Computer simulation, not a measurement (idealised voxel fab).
process module | voxel capacitor over wiring
cross-section cut | 155 nm wide | cells 5 nm
A cross-section is a grid of square cells, given in bands from the top down. A band is one or more rows of cells.
Each band's line starts with the height of the band's top and of its bottom, in nm. Then come its materials from left to right, each with its width in nm. One material with "throughout" fills the band from edge to edge. "air" is empty space.
Height 0 is the level under which the wafer as received is all one material. The lowest band goes on downwards, as in "0 down".
A width such as "30 to 40" changes by the same amount from each row of cells to the next, from the band's top row to its bottom row.
"no change" after a step means that no cell of the cross-section changed.
closed voids: empty space of 8 cells or more with no open way to the top, each as width x height at its distance from the left edge, in nm
after a step's settings: what the simulator itself notes on the step
overlay nm, on a step with a mask: how far to the right of its planned place the mask lay; to the left if negative
plan
1 op RECEIVE | material Si
2 op CONFORMAL_DEP | material SiO2 | thk nm 10
3 op DIRECTIONAL_DEP | material TiN | thk nm 5
4 op DIRECTIONAL_DEP | material Ru | thk nm 20
5 op DIRECTIONAL_DEP | material aC | thk nm 10
6 op PATTERN | tone cover | mask id METAL_1 | material resist | width nm 25 | pitch nm 95 | thk nm 30 | overlay nm 0
7 op DIRECTIONAL_ETCH | etch materials aC | depth nm 10
8 op STRIP | etch materials resist
9 op DIRECTIONAL_ETCH | etch materials Ru | depth nm 20
10 op DIRECTIONAL_ETCH | etch materials TiN | depth nm 5
11 op STRIP | etch materials aC
12 op CONFORMAL_DEP | material SiN | thk nm 5
13 op FILL_DEP | material lowk | thk nm 5
14 op CMP | height nm 35
15 op CONFORMAL_DEP | material SiCN | thk nm 5
16 op DIRECTIONAL_DEP | material lowk | thk nm 15
17 op PATTERN | tone open | mask id PLUG_1 | material resist | width nm 15 | thk nm 15 | overlay nm 0
18 op DIRECTIONAL_ETCH | etch materials lowk | depth nm 15
19 op DIRECTIONAL_ETCH | etch materials SiCN | depth nm 5
20 op STRIP | etch materials resist
21 op EPI | material Ru | thk nm 10
22 op EPI | material Ru | thk nm 10
23 op DIRECTIONAL_DEP | material TiN | thk nm 5
24 op DIRECTIONAL_DEP | material Al2O3 | thk nm 5
25 op DIRECTIONAL_DEP | material TiN | thk nm 10
26 op PATTERN | tone cover | mask id UPPER_PLATE | material resist | width nm 75 | thk nm 20 | overlay nm 0
27 op DIRECTIONAL_ETCH | etch materials TiN | depth nm 10
28 op DIRECTIONAL_ETCH | etch materials Al2O3 | depth nm 5
29 op STRIP | etch materials resist
30 op PATTERN | tone cover | mask id LOWER_PLATE | material resist | width nm 85 | thk nm 20 | overlay nm 0
31 op DIRECTIONAL_ETCH | etch materials TiN | depth nm 5
32 op STRIP | etch materials resist
33 op FILL_DEP | material SiO2 | thk nm 15
34 op CMP | height nm 85
35 op DIRECTIONAL_DEP | material aC | thk nm 10
36 op PATTERN | tone open | mask id PLUG_2 | material resist | width nm 15 | thk nm 25 | overlay nm 0
37 op DIRECTIONAL_ETCH | etch materials aC | depth nm 5
38 op STRIP | etch materials resist
39 op DIRECTIONAL_ETCH | etch materials SiO2 | depth nm 10
40 op STRIP | etch materials aC
41 op CONFORMAL_DEP | material TiN | thk nm 5
42 op FILL_DEP | material Ru | thk nm 10
43 op CMP | height nm 85
44 op CONFORMAL_DEP | material SiCN | thk nm 5
varied across the wafers: depth nm of step 37. The plan shows the first wafer's value. All wafers start alike
first wafer as received, after step 1
  0 down: Si throughout
  closed voids: none
first wafer at the end, after step 44
  90 to 85: SiCN throughout
  85 to 75: SiO2 throughout
  75 to 65: SiO2 25 | TiN 75 | SiO2 55
  65 to 60: SiO2 25 | Al2O3 75 | SiO2 55
  60 to 55: SiO2 20 | TiN 85 | SiO2 50
  55 to 40: lowk 25 | Ru 15 | lowk 115
  40 to 35: SiCN 25 | Ru 15 | SiCN 115
  35 to 15: lowk 10 | SiN 5 | Ru 25 | SiN 5 | lowk 60 | SiN 5 | Ru 25 | SiN 5 | lowk 15
  15 to 10: SiN 15 | TiN 25 | SiN 70 | TiN 25 | SiN 20
  10 to 0: SiO2 throughout
  0 down: Si throughout
  closed voids: none
last wafer at the end
  90 to 85: SiCN throughout
  85 to 80: SiO2 35 | TiN 5 | Ru 5 | TiN 5 | SiO2 105
  80 to 75: SiO2 35 | TiN 15 | SiO2 105
  75 to 65: SiO2 25 | TiN 75 | SiO2 55
  65 to 60: SiO2 25 | Al2O3 75 | SiO2 55
  60 to 55: SiO2 20 | TiN 85 | SiO2 50
  55 to 40: lowk 25 | Ru 15 | lowk 115
  40 to 35: SiCN 25 | Ru 15 | SiCN 115
  35 to 15: lowk 10 | SiN 5 | Ru 25 | SiN 5 | lowk 60 | SiN 5 | Ru 25 | SiN 5 | lowk 15
  15 to 10: SiN 15 | TiN 25 | SiN 70 | TiN 25 | SiN 20
  10 to 0: SiO2 throughout
  0 down: Si throughout
  closed voids: none
each wafer at the end: cells of each material gained (+) or lost (-) since it was received, then its closed voids
depth nm 5 | +15 Al2O3 | +52 Ru | +59 SiCN | +37 SiN | +186 SiO2 | +57 TiN | +152 lowk | closed voids: none
depth nm 10 | +15 Al2O3 | +53 Ru | +59 SiCN | +37 SiN | +180 SiO2 | +62 TiN | +152 lowk | closed voids: none
depth nm 15 | +15 Al2O3 | +53 Ru | +59 SiCN | +37 SiN | +180 SiO2 | +62 TiN | +152 lowk | closed voids: none
depth nm 20 | +15 Al2O3 | +53 Ru | +59 SiCN | +37 SiN | +180 SiO2 | +62 TiN | +152 lowk | closed voids: none
depth nm 25 | +15 Al2O3 | +53 Ru | +59 SiCN | +37 SiN | +180 SiO2 | +62 TiN | +152 lowk | closed voids: none
